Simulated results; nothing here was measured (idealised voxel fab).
process module | voxel spacer lines
cross-section cut | 225 nm wide | cells 5 nm
A cross-section is a grid of square cells, given in bands from the top down. A band is one or more rows of cells.
Each band's line starts with the height of the band's top and of its bottom, in nm. Then come its materials from left to right, each with its width in nm. One material with "throughout" fills the band from edge to edge. "air" is empty space.
Height 0 is the level under which the wafer as received is all one material. The lowest band goes on downwards, as in "0 down".
A width such as "30 to 40" changes by the same amount from each row of cells to the next, from the band's top row to its bottom row.
"no change" after a step means that no cell of the cross-section changed.
closed voids: empty space of 8 cells or more with no open way to the top, each as width x height at its distance from the left edge, in nm
after a step's settings: what the simulator itself notes on the step
overlay nm, on a step with a mask: how far to the right of its planned place the mask lay; to the left if negative
plan
1 op RECEIVE | material Si
2 op CONFORMAL_DEP | material SiO2 | thk nm 5
3 op DIRECTIONAL_DEP | material polySi | thk nm 20
4 op DIRECTIONAL_DEP | material aC | thk nm 25
5 op PATTERN | tone cover | mask id MANDREL | material resist | width nm 15 | pitch nm 60 | thk nm 30 | overlay nm 0
6 op DIRECTIONAL_ETCH | etch materials aC | depth nm 25
7 op STRIP | etch materials resist
8 op CONFORMAL_DEP | material SiN | thk nm 5
9 op DIRECTIONAL_ETCH | etch materials SiN | depth nm 15
10 op STRIP | etch materials aC
11 op DIRECTIONAL_ETCH | etch materials polySi | depth nm 20
12 op STRIP | etch materials SiN
varied across the wafers: thk nm of step 8. The plan shows the first wafer's value. All wafers start alike
first wafer as received, after step 1
  0 down: Si throughout
  closed voids: none
each wafer at the end: cells of each material gained (+) or lost (-) since it was received, then its closed voids
thk nm 5 | +45 SiO2 | +16 polySi | closed voids: none
thk nm 10 | +45 SiO2 | +32 polySi | closed voids: none
thk nm 15 | +45 SiO2 | +48 polySi | closed voids: none
thk nm 20 | +45 SiO2 | +30 aC | +180 polySi | closed voids: none
thk nm 25 | +45 SiO2 | +30 aC | +180 polySi | closed voids: none
thk nm 30 | +45 SiO2 | +30 aC | +180 polySi | closed voids: none
